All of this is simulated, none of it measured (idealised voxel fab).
Presented below is a process module, voxel fin reveal.
Displayed cross-section: cut, width of 145 nm, square cells sized 5 nm.
Cross-section format: a grid of square cells, given as bands from top to bottom; each band is one or more rows of cells.
Top height, bottom height, nm. Materials left to right, width each, nm. Single material + "throughout" = fills band edge to edge. "empty" = empty.
All heights in this document are referenced to 0, defined as the level beneath which the wafer, as received, consists entirely of one material. The lowest band is not bounded below; it extends indefinitely downward and is written in the form "0 down".
The notation "30 to 40" denotes a width that varies across the rows of cells in the band, beginning at the first number in the top row, finishing at the second number in the bottom row, and changing by an identical amount from each row to the next.
Basically "no modification" means that step didn't change any cell in the cross-section.
Entry "Sealed cavities" = empty spaces >= 8 cells with no open way to the top; each as width x height at distance, distance from left edge, all nm.
On a step's line, text after the settings is the simulator commenting on that step.
The "overlay nm" setting may appear on a step's line; for a step that uses a mask, it gives how far to the right of its planned position the mask lay, and a negative value indicates the left.
The planned process steps are enumerated hereunder
step 1: RECEIVE [material Si]
step 2: CONFORMAL_DEP [material SiN] [thk nm 10]
step 3: PATTERN [tone cover] [mask id FINS] [material resist] [width nm 15] [pitch nm 40] [thk nm 20] [overlay nm 0]
step 4: DIRECTIONAL_ETCH [etch materials SiN] [depth nm 10]
step 5: DIRECTIONAL_ETCH [etch materials Si] [depth nm 35]
step 6: STRIP [etch materials resist]
step 7: FILL_DEP [material SiO2] [thk nm 5]
step 8: CMP [height nm 10]
step 9: SELECTIVE_ETCH [etch materials SiO2] [depth nm 20]
step 10: STRIP [etch materials SiN]
step 11: CONFORMAL_DEP [material HfO2] [thk nm 5]
Account of the first of two wafers, which was processed as intended
Incoming wafer, cross-sectional view, post step 1
> 0 down  Si throughout
> Sealed cavities: none
Step 2 done - wafer cross-section
> 10 to 0  SiN throughout
> Heights below 0 show no change.
Step 3 done - wafer cross-section
> 30 to 10  empty (45); resist (15); empty (25); resist (15); empty (45)
> Heights below 10 show no change.
Step 4 done - wafer cross-section
> 30 to 10  empty (45); resist (15); empty (25); resist (15); empty (45)
> 10 to 0  empty (45); SiN (15); empty (25); SiN (15); empty (45)
> Heights below 0 show no change.
Step 5 done - wafer cross-section
> 30 to 10  empty (45); resist (15); empty (25); resist (15); empty (45)
> 10 to 0  empty (45); SiN (15); empty (25); SiN (15); empty (45)
> 0 to -35  empty (45); Si (15); empty (25); Si (15); empty (45)
> Heights below -35 show no change.
Step 6 done - wafer cross-section
> 10 to 0  empty (45); SiN (15); empty (25); SiN (15); empty (45)
> Heights below 0 show no change.
Step 7 done - wafer cross-section
> 15 to 10  SiO2 throughout
> 10 to 0  SiO2 (45); SiN (15); SiO2 (25); SiN (15); SiO2 (45)
> 0 to -35  SiO2 (45); Si (15); SiO2 (25); Si (15); SiO2 (45)
> Heights below -35 show no change.
Step 8 done - wafer cross-section
> 10 to 0  SiO2 (45); SiN (15); SiO2 (25); SiN (15); SiO2 (45)
> Heights below 0 show no change.
Step 9 done - wafer cross-section
> 10 to 0  empty (45); SiN (15); empty (25); SiN (15); empty (45)
> 0 to -10  empty (45); Si (15); empty (25); Si (15); empty (45)
> Heights below -10 show no change.
Step 10 done - wafer cross-section
> 0 to -10  empty (45); Si (15); empty (25); Si (15); empty (45)
> Heights below -10 show no change.
Step 11 done - wafer cross-section
> 5 to 0  empty (40); HfO2 (25); empty (15); HfO2 (25); empty (40)
> 0 to -5  empty (40); HfO2 (5); Si (15); HfO2 (5); empty (15); HfO2 (5); Si (15); HfO2 (5); empty (40)
> -5 to -10  HfO2 (45); Si (15); HfO2 (25); Si (15); HfO2 (45)
> Heights below -10 show no change.
Second wafer. Start and plan as for the first. One mistake made in running. Agrees with the first up to and including step 4
At the planned end of step 5, the second wafer in cross-section
> 30 to 10  empty (45); resist (15); empty (25); resist (15); empty (45)
> 10 to 0  empty (45); SiN (15); empty (25); SiN (15); empty (45)
> 0 to -70  empty (45); Si (15); empty (25); Si (15); empty (45)
> Heights below -70 show no change.
At the planned end of step 6, the second wafer in cross-section
> 10 to 0  empty (45); SiN (15); empty (25); SiN (15); empty (45)
> Heights below 0 show no change.
At the planned end of step 7, the second wafer in cross-section
> 15 to 10  SiO2 throughout
> 10 to 0  SiO2 (45); SiN (15); SiO2 (25); SiN (15); SiO2 (45)
> 0 to -70  SiO2 (45); Si (15); SiO2 (25); Si (15); SiO2 (45)
> Heights below -70 show no change.
At the planned end of step 8, the second wafer in cross-section
> 10 to 0  SiO2 (45); SiN (15); SiO2 (25); SiN (15); SiO2 (45)
> Heights below 0 show no change.
At the planned end of step 9, the second wafer in cross-section
> 10 to 0  empty (45); SiN (15); empty (25); SiN (15); empty (45)
> 0 to -10  empty (45); Si (15); empty (25); Si (15); empty (45)
> Heights below -10 show no change.
At the planned end of step 10, the second wafer in cross-section
> 0 to -10  empty (45); Si (15); empty (25); Si (15); empty (45)
> Heights below -10 show no change.
At the planned end of step 11, the second wafer in cross-section
> 5 to 0  empty (40); HfO2 (25); empty (15); HfO2 (25); empty (40)
> 0 to -5  empty (40); HfO2 (5); Si (15); HfO2 (5); empty (15); HfO2 (5); Si (15); HfO2 (5); empty (40)
> -5 to -10  HfO2 (45); Si (15); HfO2 (25); Si (15); HfO2 (45)
> Heights below -10 show no change.
Want to know what went wrong? step 5 of the plan was carried out twice
Cell-count delta at end, second wafer over first, by material: Si: 161 fewer | SiO2: 161 more
